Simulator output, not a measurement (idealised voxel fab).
This section sets out a process module, namely voxel transistor to metal.
FYI the section here is cut, 195 nm wide, cells are 5 nm squares.
Cross-section format: a grid of square cells, given as bands from top to bottom; each band is one or more rows of cells.
In this notation a band is specified by the heights of its top and bottom, in that order and in nm, after which its materials appear from left to right, each paired with its width in nm. The word "edge to edge" attached to a single material means that material fills the band from edge to edge; the word "empty" stands for empty space.
All heights in this document are referenced to 0, defined as the level beneath which the wafer, as received, consists entirely of one material. The lowest band is not bounded below; it extends indefinitely downward and is written in the form "0 down".
It should be noted that a width expressed as "30->40" varies in equal increments from row to row of cells within the band, taking the value of the first number at the top row and that of the second number at the bottom row.
Step marked "identical to before"? Then no cell in the cross-section changed in it.
"Sealed void list" enumerates empty spaces isolated from the top, with no open way to it, that contain at least 8 cells, giving each as width x height at distance from the left edge, all three in nm.
Text after the settings on a step's line: the simulator's own remark on that step.
A step line may carry the setting "overlay nm", which, for steps involving a mask, states the distance by which the mask lay to the right of its intended position; negative values denote displacement to the left.
Set out below are the planned steps of the process:
- 1: RECEIVE (material Si)
- 2: OXIDIZE (depth nm 5)
- 3: CONFORMAL_DEP (material SiN; thk nm 15)
- 4: MASKED_ETCH (tone cover; mask id ACTIVE; width nm 105; etch materials SiN; depth nm 15; overlay nm 0)
- 5: MASKED_ETCH (tone cover; mask id ACTIVE; width nm 105; etch materials SiO2; depth nm 5; overlay nm 0)
- 6: MASKED_ETCH (tone cover; mask id ACTIVE; width nm 105; etch materials Si; depth nm 25; overlay nm 0)
- 7: FILL_DEP (material SiO2; thk nm 15)
- 8: CMP (height nm 15)
- 9: SELECTIVE_ETCH (etch materials SiO2; depth nm 5)
- 10: STRIP (etch materials SiN)
- 11: SELECTIVE_ETCH (etch materials SiO2; depth nm 5)
- 12: OXIDIZE (depth nm 5)
- 13: DIRECTIONAL_DEP (material polySi; thk nm 25)
- 14: DIRECTIONAL_DEP (material SiCN; thk nm 10)
- 15: MASKED_ETCH (tone cover; mask id GATE; width nm 15; etch materials SiCN; depth nm 20; overlay nm 0)
- 16: MASKED_ETCH (tone cover; mask id GATE; width nm 15; etch materials polySi; depth nm 35; overlay nm 0)
- 17: CONFORMAL_DEP (material SiO2; thk nm 5)
- 18: DIRECTIONAL_ETCH (etch materials SiO2; depth nm 5)
- 19: CONFORMAL_DEP (material SiN; thk nm 5)
- 20: DIRECTIONAL_ETCH (etch materials SiN; depth nm 5)
- 21: DIRECTIONAL_ETCH (etch materials SiO2; depth nm 5)
- 22: DIRECTIONAL_ETCH (etch materials Si; depth nm 5)
- 23: EPI (material SiGe; thk nm 10)
- 24: FILL_DEP (material SiO2; thk nm 5)
- 25: CMP (height nm 30)
- 26: DIRECTIONAL_DEP (material SiO2; thk nm 10)
- 27: DIRECTIONAL_DEP (material aC; thk nm 15)
- 28: PATTERN (tone open; mask id CONTACT; material resist; width nm 35; pitch nm 60; thk nm 35; overlay nm 0)
- 29: DIRECTIONAL_ETCH (etch materials aC; depth nm 15)
- 30: STRIP (etch materials resist)
- 31: DIRECTIONAL_ETCH (etch materials SiO2; depth nm 45)
- 32: STRIP (etch materials aC)
- 33: CONFORMAL_DEP (material TiN; thk nm 5)
- 34: FILL_DEP (material Ru; thk nm 10)
- 35: CMP (height nm 40)
- 36: CONFORMAL_DEP (material SiN; thk nm 5)
- 37: DIRECTIONAL_DEP (material lowk; thk nm 25)
- 38: MASKED_ETCH (tone open; mask id METAL_1; width nm 20; pitch nm 75; etch materials lowk; depth nm 25; overlay nm 0)
- 39: MASKED_ETCH (tone open; mask id METAL_1; width nm 20; pitch nm 75; etch materials SiN; depth nm 5; overlay nm 0)
- 40: CONFORMAL_DEP (material TiN; thk nm 5)
- 41: FILL_DEP (material W; thk nm 10)
- 42: CMP (height nm 70)
- 43: CONFORMAL_DEP (material SiCN; thk nm 5)
First of two wafers - as planned:
Incoming wafer in cross-section (state: after step 1):
0 down = Si edge to edge
Sealed void list: none
Cross-section of the wafer subsequent to step 2:
0 to -5 = SiO2 edge to edge
Anything lower than -5 is untouched.
Cross-section of the wafer subsequent to step 3:
15 to 0 = SiN edge to edge
Anything lower than 0 is untouched.
Cross-section of the wafer subsequent to step 4:
15 to 0 = empty=45, SiN=105, empty=45
Anything lower than 0 is untouched.
Cross-section of the wafer subsequent to step 5:
15 to 0 = empty=45, SiN=105, empty=45
0 to -5 = empty=45, SiO2=105, empty=45
Anything lower than -5 is untouched.
Cross-section of the wafer subsequent to step 6:
15 to 0 = empty=45, SiN=105, empty=45
0 to -5 = empty=45, SiO2=105, empty=45
-5 to -30 = empty=45, Si=105, empty=45
Anything lower than -30 is untouched.
Cross-section of the wafer subsequent to step 7:
30 to 15 = SiO2 edge to edge
15 to 0 = SiO2=45, SiN=105, SiO2=45
0 to -5 = SiO2 edge to edge
-5 to -30 = SiO2=45, Si=105, SiO2=45
Anything lower than -30 is untouched.
Cross-section of the wafer subsequent to step 8:
15 to 0 = SiO2=45, SiN=105, SiO2=45
Anything lower than 0 is untouched.
Cross-section of the wafer subsequent to step 9:
15 to 10 = empty=45, SiN=105, empty=45
Anything lower than 10 is untouched.
Cross-section of the wafer subsequent to step 10:
10 to 0 = SiO2=45, empty=105, SiO2=45
Anything lower than 0 is untouched.
Cross-section of the wafer subsequent to step 11:
5 to -5 = SiO2=40, empty=115, SiO2=40
Anything lower than -5 is untouched.
Cross-section of the wafer subsequent to step 12:
5 to -5 = SiO2=40, empty=115, SiO2=40
-5 to -10 = SiO2 edge to edge
Anything lower than -10 is untouched.
Cross-section of the wafer subsequent to step 13:
30 to 20 = polySi=40, empty=115, polySi=40
20 to 5 = polySi edge to edge
5 to -5 = SiO2=40, polySi=115, SiO2=40
Anything lower than -5 is untouched.
Cross-section of the wafer subsequent to step 14:
40 to 30 = SiCN=40, empty=115, SiCN=40
30 to 20 = polySi=40, SiCN=115, polySi=40
Anything lower than 20 is untouched.
Cross-section of the wafer subsequent to step 15:
30 to 20 = polySi=40, empty=50, SiCN=15, empty=50, polySi=40
Anything lower than 20 is untouched.
Cross-section of the wafer subsequent to step 16:
30 to 20 = empty=90, SiCN=15, empty=90
20 to 5 = empty=90, polySi=15, empty=90
5 to -5 = SiO2=40, empty=50, polySi=15, empty=50, SiO2=40
Anything lower than -5 is untouched.
Cross-section of the wafer subsequent to step 17:
35 to 30 = empty=85, SiO2=25, empty=85
30 to 20 = empty=85, SiO2=5, SiCN=15, SiO2=5, empty=85
20 to 10 = empty=85, SiO2=5, polySi=15, SiO2=5, empty=85
10 to 0 = SiO2=45, empty=40, SiO2=5, polySi=15, SiO2=5, empty=40, SiO2=45
0 to -5 = SiO2=90, polySi=15, SiO2=90
Anything lower than -5 is untouched.
Cross-section of the wafer subsequent to step 18:
30 to 20 = empty=85, SiO2=5, SiCN=15, SiO2=5, empty=85
20 to 5 = empty=85, SiO2=5, polySi=15, SiO2=5, empty=85
5 to -5 = SiO2=45, empty=40, SiO2=5, polySi=15, SiO2=5, empty=40, SiO2=45
Anything lower than -5 is untouched.
Cross-section of the wafer subsequent to step 19:
35 to 30 = empty=80, SiN=35, empty=80
30 to 20 = empty=80, SiN=5, SiO2=5, SiCN=15, SiO2=5, SiN=5, empty=80
20 to 10 = empty=80, SiN=5, SiO2=5, polySi=15, SiO2=5, SiN=5, empty=80
10 to 5 = SiN=50, empty=30, SiN=5, SiO2=5, polySi=15, SiO2=5, SiN=5, empty=30, SiN=50
5 to 0 = SiO2=45, SiN=5, empty=30, SiN=5, SiO2=5, polySi=15, SiO2=5, SiN=5, empty=30, SiN=5, SiO2=45
0 to -5 = SiO2=45, SiN=40, SiO2=5, polySi=15, SiO2=5, SiN=40, SiO2=45
Anything lower than -5 is untouched.
Cross-section of the wafer subsequent to step 20:
30 to 20 = empty=80, SiN=5, SiO2=5, SiCN=15, SiO2=5, SiN=5, empty=80
20 to 5 = empty=80, SiN=5, SiO2=5, polySi=15, SiO2=5, SiN=5, empty=80
5 to -5 = SiO2=45, SiN=5, empty=30, SiN=5, SiO2=5, polySi=15, SiO2=5, SiN=5, empty=30, SiN=5, SiO2=45
Anything lower than -5 is untouched.
Cross-section of the wafer subsequent to step 21:
30 to 25 = empty=80, SiN=5, empty=5, SiCN=15, empty=5, SiN=5, empty=80
25 to 20 = empty=80, SiN=5, SiO2=5, SiCN=15, SiO2=5, SiN=5, empty=80
20 to 5 = empty=80, SiN=5, SiO2=5, polySi=15, SiO2=5, SiN=5, empty=80
5 to 0 = empty=45, SiN=5, empty=30, SiN=5, SiO2=5, polySi=15, SiO2=5, SiN=5, empty=30, SiN=5, empty=45
0 to -5 = SiO2=45, SiN=5, empty=30, SiN=5, SiO2=5, polySi=15, SiO2=5, SiN=5, empty=30, SiN=5, SiO2=45
-5 to -10 = SiO2=50, empty=30, SiO2=35, empty=30, SiO2=50
Anything lower than -10 is untouched.
Cross-section of the wafer subsequent to step 22:
30 to 25 = empty=80, SiN=5, empty=5, SiCN=15, empty=5, SiN=5, empty=80
25 to 20 = empty=80, SiN=5, SiO2=5, SiCN=15, SiO2=5, SiN=5, empty=80
20 to 5 = empty=80, SiN=5, SiO2=5, polySi=15, SiO2=5, SiN=5, empty=80
5 to 0 = empty=45, SiN=5, empty=30, SiN=5, SiO2=5, polySi=15, SiO2=5, SiN=5, empty=30, SiN=5, empty=45
0 to -5 = SiO2=45, SiN=5, empty=30, SiN=5, SiO2=5, polySi=15, SiO2=5, SiN=5, empty=30, SiN=5, SiO2=45
-5 to -10 = SiO2=50, empty=30, SiO2=35, empty=30, SiO2=50
-10 to -15 = SiO2=45, Si=5, empty=30, Si=35, empty=30, Si=5, SiO2=45
Anything lower than -15 is untouched.
Cross-section of the wafer subsequent to step 23:
30 to 25 = empty=80, SiN=5, empty=5, SiCN=15, empty=5, SiN=5, empty=80
25 to 20 = empty=80, SiN=5, SiO2=5, SiCN=15, SiO2=5, SiN=5, empty=80
20 to 5 = empty=80, SiN=5, SiO2=5, polySi=15, SiO2=5, SiN=5, empty=80
5 to 0 = empty=45, SiN=5, empty=30, SiN=5, SiO2=5, polySi=15, SiO2=5, SiN=5, empty=30, SiN=5, empty=45
0 to -5 = SiO2=45, SiN=5, SiGe=10, empty=10, SiGe=10, SiN=5, SiO2=5, polySi=15, SiO2=5, SiN=5, SiGe=10, empty=10, SiGe=10, SiN=5, SiO2=45
-5 to -10 = SiO2=50, SiGe=30, SiO2=35, SiGe=30, SiO2=50
-10 to -15 = SiO2=45, Si=5, SiGe=30, Si=35, SiGe=30, Si=5, SiO2=45
Anything lower than -15 is untouched.
Cross-section of the wafer subsequent to step 24:
35 to 30 = SiO2 edge to edge
30 to 20 = SiO2=80, SiN=5, SiO2=5, SiCN=15, SiO2=5, SiN=5, SiO2=80
20 to 5 = SiO2=80, SiN=5, SiO2=5, polySi=15, SiO2=5, SiN=5, SiO2=80
5 to 0 = SiO2=45, SiN=5, SiO2=30, SiN=5, SiO2=5, polySi=15, SiO2=5, SiN=5, SiO2=30, SiN=5, SiO2=45
0 to -5 = SiO2=45, SiN=5, SiGe=10, SiO2=10, SiGe=10, SiN=5, SiO2=5, polySi=15, SiO2=5, SiN=5, SiGe=10, SiO2=10, SiGe=10, SiN=5, SiO2=45
Anything lower than -5 is untouched.
Cross-section of the wafer subsequent to step 25:
30 to 20 = SiO2=80, SiN=5, SiO2=5, SiCN=15, SiO2=5, SiN=5, SiO2=80
Anything lower than 20 is untouched.
Cross-section of the wafer subsequent to step 26:
40 to 30 = SiO2 edge to edge
Anything lower than 30 is untouched.
Cross-section of the wafer subsequent to step 27:
55 to 40 = aC edge to edge
Anything lower than 40 is untouched.
Cross-section of the wafer subsequent to step 28:
90 to 55 = resist=50, empty=35, resist=25, empty=35, resist=50
Anything lower than 55 is untouched.
Cross-section of the wafer subsequent to step 29:
75 to 55 = resist=50, empty=35, resist=25, empty=35, resist=50
55 to 40 = aC=50, empty=35, aC=25, empty=35, aC=50
Anything lower than 40 is untouched.
Cross-section of the wafer subsequent to step 30:
55 to 40 = aC=50, empty=35, aC=25, empty=35, aC=50
Anything lower than 40 is untouched.
Cross-section of the wafer subsequent to step 31:
55 to 40 = aC=50, empty=35, aC=25, empty=35, aC=50
40 to 30 = SiO2=50, empty=35, SiO2=25, empty=35, SiO2=50
30 to 20 = SiO2=50, empty=30, SiN=5, SiO2=5, SiCN=15, SiO2=5, SiN=5, empty=30, SiO2=50
20 to 5 = SiO2=50, empty=30, SiN=5, SiO2=5, polySi=15, SiO2=5, SiN=5, empty=30, SiO2=50
5 to 0 = SiO2=45, SiN=5, empty=30, SiN=5, SiO2=5, polySi=15, SiO2=5, SiN=5, empty=30, SiN=5, SiO2=45
0 to -5 = SiO2=45, SiN=5, SiGe=10, empty=10, SiGe=10, SiN=5, SiO2=5, polySi=15, SiO2=5, SiN=5, SiGe=10, empty=10, SiGe=10, SiN=5, SiO2=45
Anything lower than -5 is untouched.
Cross-section of the wafer subsequent to step 32:
40 to 30 = SiO2=50, empty=35, SiO2=25, empty=35, SiO2=50
Anything lower than 30 is untouched.
Cross-section of the wafer subsequent to step 33:
45 to 40 = TiN=55, empty=25, TiN=35, empty=25, TiN=55
40 to 30 = SiO2=50, TiN=5, empty=25->20, TiN=5->10, SiO2=25, TiN=5->10, empty=25->20, TiN=5, SiO2=50
30 to 20 = SiO2=50, TiN=5, empty=20, TiN=5, SiN=5, SiO2=5, SiCN=15, SiO2=5, SiN=5, TiN=5, empty=20, TiN=5, SiO2=50
20 to 5 = SiO2=50, TiN=5, empty=20, TiN=5, SiN=5, SiO2=5, polySi=15, SiO2=5, SiN=5, TiN=5, empty=20, TiN=5, SiO2=50
5 to 0 = SiO2=45, SiN=5, TiN=30, SiN=5, SiO2=5, polySi=15, SiO2=5, SiN=5, TiN=30, SiN=5, SiO2=45
0 to -5 = SiO2=45, SiN=5, SiGe=10, TiN=10, SiGe=10, SiN=5, SiO2=5, polySi=15, SiO2=5, SiN=5, SiGe=10, TiN=10, SiGe=10, SiN=5, SiO2=45
Anything lower than -5 is untouched.
Cross-section of the wafer subsequent to step 34:
55 to 45 = Ru edge to edge
45 to 40 = TiN=55, Ru=25, TiN=35, Ru=25, TiN=55
40 to 30 = SiO2=50, TiN=5, Ru=25->20, TiN=5->10, SiO2=25, TiN=5->10, Ru=25->20, TiN=5, SiO2=50
30 to 20 = SiO2=50, TiN=5, Ru=20, TiN=5, SiN=5, SiO2=5, SiCN=15, SiO2=5, SiN=5, TiN=5, Ru=20, TiN=5, SiO2=50
20 to 5 = SiO2=50, TiN=5, Ru=20, TiN=5, SiN=5, SiO2=5, polySi=15, SiO2=5, SiN=5, TiN=5, Ru=20, TiN=5, SiO2=50
Anything lower than 5 is untouched.
Cross-section of the wafer subsequent to step 35:
40 to 30 = SiO2=50, TiN=5, Ru=25->20, TiN=5->10, SiO2=25, TiN=5->10, Ru=25->20, TiN=5, SiO2=50
Anything lower than 30 is untouched.
Cross-section of the wafer subsequent to step 36:
45 to 40 = SiN edge to edge
Anything lower than 40 is untouched.
Cross-section of the wafer subsequent to step 37:
70 to 45 = lowk edge to edge
Anything lower than 45 is untouched.
Cross-section of the wafer subsequent to step 38:
70 to 45 = lowk=50, empty=20, lowk=55, empty=20, lowk=50
Anything lower than 45 is untouched.
Cross-section of the wafer subsequent to step 39:
70 to 45 = lowk=50, empty=20, lowk=55, empty=20, lowk=50
45 to 40 = SiN=50, empty=20, SiN=55, empty=20, SiN=50
Anything lower than 40 is untouched.
Cross-section of the wafer subsequent to step 40:
75 to 70 = TiN=55, empty=10, TiN=65, empty=10, TiN=55
70 to 45 = lowk=50, TiN=5, empty=10, TiN=5, lowk=55, TiN=5, empty=10, TiN=5, lowk=50
45 to 40 = SiN=50, TiN=20, SiN=55, TiN=20, SiN=50
Anything lower than 40 is untouched.
Cross-section of the wafer subsequent to step 41:
85 to 75 = W edge to edge
75 to 70 = TiN=55, W=10, TiN=65, W=10, TiN=55
70 to 45 = lowk=50, TiN=5, W=10, TiN=5, lowk=55, TiN=5, W=10, TiN=5, lowk=50
Anything lower than 45 is untouched.
Cross-section of the wafer subsequent to step 42:
70 to 45 = lowk=50, TiN=5, W=10, TiN=5, lowk=55, TiN=5, W=10, TiN=5, lowk=50
Anything lower than 45 is untouched.
Cross-section of the wafer subsequent to step 43:
75 to 70 = SiCN edge to edge
Anything lower than 70 is untouched.
Notes, second wafer: start = first wafer's, plan = first wafer's, execution had one mistake; history identical to first through step 9:
Cross-sectional representation of the second wafer at the time designated in the plan for the completion of step 10:
15 to 5 = empty=45, SiN=105, empty=45
Anything lower than 5 is untouched.
Cross-sectional representation of the second wafer at the time designated in the plan for the completion of step 11:
5 to 0 = SiO2=45, empty=105, SiO2=45
Anything lower than 0 is untouched.
Cross-sectional representation of the second wafer at the time designated in the plan for the completion of step 12: identical to before
Cross-sectional representation of the second wafer at the time designated in the plan for the completion of step 13:
30 to 25 = polySi=45, empty=105, polySi=45
25 to 5 = polySi edge to edge
5 to 0 = SiO2=45, polySi=105, SiO2=45
Anything lower than 0 is untouched.
Cross-sectional representation of the second wafer at the time designated in the plan for the completion of step 14:
40 to 35 = SiCN=45, empty=105, SiCN=45
35 to 30 = SiCN edge to edge
30 to 25 = polySi=45, SiCN=105, polySi=45
Anything lower than 25 is untouched.
Cross-sectional representation of the second wafer at the time designated in the plan for the completion of step 15:
35 to 30 = empty=90, SiCN=15, empty=90
30 to 25 = polySi=45, empty=45, SiCN=15, empty=45, polySi=45
Anything lower than 25 is untouched.
Cross-sectional representation of the second wafer at the time designated in the plan for the completion of step 16:
35 to 25 = empty=90, SiCN=15, empty=90
25 to 5 = empty=90, polySi=15, empty=90
5 to 0 = SiO2=45, empty=45, polySi=15, empty=45, SiO2=45
Anything lower than 0 is untouched.
Cross-sectional representation of the second wafer at the time designated in the plan for the completion of step 17:
40 to 35 = empty=85, SiO2=25, empty=85
35 to 25 = empty=85, SiO2=5, SiCN=15, SiO2=5, empty=85
25 to 10 = empty=85, SiO2=5, polySi=15, SiO2=5, empty=85
10 to 5 = SiO2=50, empty=35, SiO2=5, polySi=15, SiO2=5, empty=35, SiO2=50
5 to 0 = SiO2=90, polySi=15, SiO2=90
Anything lower than 0 is untouched.
Cross-sectional representation of the second wafer at the time designated in the plan for the completion of step 18:
35 to 25 = empty=85, SiO2=5, SiCN=15, SiO2=5, empty=85
25 to 5 = empty=85, SiO2=5, polySi=15, SiO2=5, empty=85
5 to 0 = SiO2=50, empty=35, SiO2=5, polySi=15, SiO2=5, empty=35, SiO2=50
Anything lower than 0 is untouched.
Cross-sectional representation of the second wafer at the time designated in the plan for the completion of step 19:
40 to 35 = empty=80, SiN=35, empty=80
35 to 25 = empty=80, SiN=5, SiO2=5, SiCN=15, SiO2=5, SiN=5, empty=80
25 to 10 = empty=80, SiN=5, SiO2=5, polySi=15, SiO2=5, SiN=5, empty=80
10 to 5 = SiN=55, empty=25, SiN=5, SiO2=5, polySi=15, SiO2=5, SiN=5, empty=25, SiN=55
5 to 0 = SiO2=50, SiN=35, SiO2=5, polySi=15, SiO2=5, SiN=35, SiO2=50
Anything lower than 0 is untouched.
Cross-sectional representation of the second wafer at the time designated in the plan for the completion of step 20:
35 to 25 = empty=80, SiN=5, SiO2=5, SiCN=15, SiO2=5, SiN=5, empty=80
25 to 5 = empty=80, SiN=5, SiO2=5, polySi=15, SiO2=5, SiN=5, empty=80
5 to 0 = SiO2=50, SiN=5, empty=25, SiN=5, SiO2=5, polySi=15, SiO2=5, SiN=5, empty=25, SiN=5, SiO2=50
Anything lower than 0 is untouched.
Cross-sectional representation of the second wafer at the time designated in the plan for the completion of step 21:
35 to 30 = empty=80, SiN=5, empty=5, SiCN=15, empty=5, SiN=5, empty=80
30 to 25 = empty=80, SiN=5, SiO2=5, SiCN=15, SiO2=5, SiN=5, empty=80
25 to 5 = empty=80, SiN=5, SiO2=5, polySi=15, SiO2=5, SiN=5, empty=80
5 to 0 = empty=50, SiN=5, empty=25, SiN=5, SiO2=5, polySi=15, SiO2=5, SiN=5, empty=25, SiN=5, empty=50
0 to -5 = SiO2=55, empty=25, SiO2=35, empty=25, SiO2=55
Anything lower than -5 is untouched.
Cross-sectional representation of the second wafer at the time designated in the plan for the completion of step 22:
35 to 30 = empty=80, SiN=5, empty=5, SiCN=15, empty=5, SiN=5, empty=80
30 to 25 = empty=80, SiN=5, SiO2=5, SiCN=15, SiO2=5, SiN=5, empty=80
25 to 5 = empty=80, SiN=5, SiO2=5, polySi=15, SiO2=5, SiN=5, empty=80
5 to 0 = empty=50, SiN=5, empty=25, SiN=5, SiO2=5, polySi=15, SiO2=5, SiN=5, empty=25, SiN=5, empty=50
0 to -5 = SiO2=55, empty=25, SiO2=35, empty=25, SiO2=55
-5 to -10 = SiO2=45, Si=10, empty=25, Si=35, empty=25, Si=10, SiO2=45
Anything lower than -10 is untouched.
Cross-sectional representation of the second wafer at the time designated in the plan for the completion of step 23:
35 to 30 = empty=80, SiN=5, empty=5, SiCN=15, empty=5, SiN=5, empty=80
30 to 25 = empty=80, SiN=5, SiO2=5, SiCN=15, SiO2=5, SiN=5, empty=80
25 to 5 = empty=80, SiN=5, SiO2=5, polySi=15, SiO2=5, SiN=5, empty=80
5 to 0 = empty=50, SiN=5, SiGe=10, empty=5, SiGe=10, SiN=5, SiO2=5, polySi=15, SiO2=5, SiN=5, SiGe=10, empty=5, SiGe=10, SiN=5, empty=50
0 to -5 = SiO2=55, SiGe=25, SiO2=35, SiGe=25, SiO2=55
-5 to -10 = SiO2=45, Si=10, SiGe=25, Si=35, SiGe=25, Si=10, SiO2=45
Anything lower than -10 is untouched.
Cross-sectional representation of the second wafer at the time designated in the plan for the completion of step 24:
40 to 35 = SiO2 edge to edge
35 to 25 = SiO2=80, SiN=5, SiO2=5, SiCN=15, SiO2=5, SiN=5, SiO2=80
25 to 5 = SiO2=80, SiN=5, SiO2=5, polySi=15, SiO2=5, SiN=5, SiO2=80
5 to 0 = SiO2=50, SiN=5, SiGe=10, SiO2=5, SiGe=10, SiN=5, SiO2=5, polySi=15, SiO2=5, SiN=5, SiGe=10, SiO2=5, SiGe=10, SiN=5, SiO2=50
Anything lower than 0 is untouched.
Cross-sectional representation of the second wafer at the time designated in the plan for the completion of step 25:
30 to 25 = SiO2=80, SiN=5, SiO2=5, SiCN=15, SiO2=5, SiN=5, SiO2=80
Anything lower than 25 is untouched.
Cross-sectional representation of the second wafer at the time designated in the plan for the completion of step 26:
40 to 30 = SiO2 edge to edge
Anything lower than 30 is untouched.
Cross-sectional representation of the second wafer at the time designated in the plan for the completion of step 27:
55 to 40 = aC edge to edge
Anything lower than 40 is untouched.
Cross-sectional representation of the second wafer at the time designated in the plan for the completion of step 28:
90 to 55 = resist=50, empty=35, resist=25, empty=35, resist=50
Anything lower than 55 is untouched.
Cross-sectional representation of the second wafer at the time designated in the plan for the completion of step 29:
75 to 55 = resist=50, empty=35, resist=25, empty=35, resist=50
55 to 40 = aC=50, empty=35, aC=25, empty=35, aC=50
Anything lower than 40 is untouched.
Cross-sectional representation of the second wafer at the time designated in the plan for the completion of step 30:
55 to 40 = aC=50, empty=35, aC=25, empty=35, aC=50
Anything lower than 40 is untouched.
Cross-sectional representation of the second wafer at the time designated in the plan for the completion of step 31:
55 to 40 = aC=50, empty=35, aC=25, empty=35, aC=50
40 to 30 = SiO2=50, empty=35, SiO2=25, empty=35, SiO2=50
30 to 25 = SiO2=50, empty=30, SiN=5, SiO2=5, SiCN=15, SiO2=5, SiN=5, empty=30, SiO2=50
25 to 5 = SiO2=50, empty=30, SiN=5, SiO2=5, polySi=15, SiO2=5, SiN=5, empty=30, SiO2=50
5 to 0 = SiO2=50, SiN=5, SiGe=10, empty=5, SiGe=10, SiN=5, SiO2=5, polySi=15, SiO2=5, SiN=5, SiGe=10, empty=5, SiGe=10, SiN=5, SiO2=50
Anything lower than 0 is untouched.
Cross-sectional representation of the second wafer at the time designated in the plan for the completion of step 32:
40 to 30 = SiO2=50, empty=35, SiO2=25, empty=35, SiO2=50
Anything lower than 30 is untouched.
Cross-sectional representation of the second wafer at the time designated in the plan for the completion of step 33:
45 to 40 = TiN=55, empty=25, TiN=35, empty=25, TiN=55
40 to 30 = SiO2=50, TiN=5, empty=25->20, TiN=5->10, SiO2=25, TiN=5->10, empty=25->20, TiN=5, SiO2=50
30 to 25 = SiO2=50, TiN=5, empty=20, TiN=5, SiN=5, SiO2=5, SiCN=15, SiO2=5, SiN=5, TiN=5, empty=20, TiN=5, SiO2=50
25 to 10 = SiO2=50, TiN=5, empty=20, TiN=5, SiN=5, SiO2=5, polySi=15, SiO2=5, SiN=5, TiN=5, empty=20, TiN=5, SiO2=50
10 to 5 = SiO2=50, TiN=30, SiN=5, SiO2=5, polySi=15, SiO2=5, SiN=5, TiN=30, SiO2=50
5 to 0 = SiO2=50, SiN=5, SiGe=10, TiN=5, SiGe=10, SiN=5, SiO2=5, polySi=15, SiO2=5, SiN=5, SiGe=10, TiN=5, SiGe=10, SiN=5, SiO2=50
Anything lower than 0 is untouched.
Cross-sectional representation of the second wafer at the time designated in the plan for the completion of step 34:
55 to 45 = Ru edge to edge
45 to 40 = TiN=55, Ru=25, TiN=35, Ru=25, TiN=55
40 to 30 = SiO2=50, TiN=5, Ru=25->20, TiN=5->10, SiO2=25, TiN=5->10, Ru=25->20, TiN=5, SiO2=50
30 to 25 = SiO2=50, TiN=5, Ru=20, TiN=5, SiN=5, SiO2=5, SiCN=15, SiO2=5, SiN=5, TiN=5, Ru=20, TiN=5, SiO2=50
25 to 10 = SiO2=50, TiN=5, Ru=20, TiN=5, SiN=5, SiO2=5, polySi=15, SiO2=5, SiN=5, TiN=5, Ru=20, TiN=5, SiO2=50
Anything lower than 10 is untouched.
Cross-sectional representation of the second wafer at the time designated in the plan for the completion of step 35:
40 to 30 = SiO2=50, TiN=5, Ru=25->20, TiN=5->10, SiO2=25, TiN=5->10, Ru=25->20, TiN=5, SiO2=50
Anything lower than 30 is untouched.
Cross-sectional representation of the second wafer at the time designated in the plan for the completion of step 36:
45 to 40 = SiN edge to edge
Anything lower than 40 is untouched.
Cross-sectional representation of the second wafer at the time designated in the plan for the completion of step 37:
70 to 45 = lowk edge to edge
Anything lower than 45 is untouched.
Cross-sectional representation of the second wafer at the time designated in the plan for the completion of step 38:
70 to 45 = lowk=50, empty=20, lowk=55, empty=20, lowk=50
Anything lower than 45 is untouched.
Cross-sectional representation of the second wafer at the time designated in the plan for the completion of step 39:
70 to 45 = lowk=50, empty=20, lowk=55, empty=20, lowk=50
45 to 40 = SiN=50, empty=20, SiN=55, empty=20, SiN=50
Anything lower than 40 is untouched.
Cross-sectional representation of the second wafer at the time designated in the plan for the completion of step 40:
75 to 70 = TiN=55, empty=10, TiN=65, empty=10, TiN=55
70 to 45 = lowk=50, TiN=5, empty=10, TiN=5, lowk=55, TiN=5, empty=10, TiN=5, lowk=50
45 to 40 = SiN=50, TiN=20, SiN=55, TiN=20, SiN=50
Anything lower than 40 is untouched.
Cross-sectional representation of the second wafer at the time designated in the plan for the completion of step 41:
85 to 75 = W edge to edge
75 to 70 = TiN=55, W=10, TiN=65, W=10, TiN=55
70 to 45 = lowk=50, TiN=5, W=10, TiN=5, lowk=55, TiN=5, W=10, TiN=5, lowk=50
Anything lower than 45 is untouched.
Cross-sectional representation of the second wafer at the time designated in the plan for the completion of step 42:
70 to 45 = lowk=50, TiN=5, W=10, TiN=5, lowk=55, TiN=5, W=10, TiN=5, lowk=50
Anything lower than 45 is untouched.
Cross-sectional representation of the second wafer at the time designated in the plan for the completion of step 43:
75 to 70 = SiCN edge to edge
Anything lower than 70 is untouched.
Processing error: the run placed steps 10 and 11 each in the position the plan gave to the other
The final cell counts differ between the wafers, with the second having more or fewer of some materials than the first: 8 fewer of Ru | 23 more of Si | 3 fewer of SiCN | 4 fewer of SiGe | 4 fewer of SiN | 2 more of SiO2 | 6 fewer of TiN
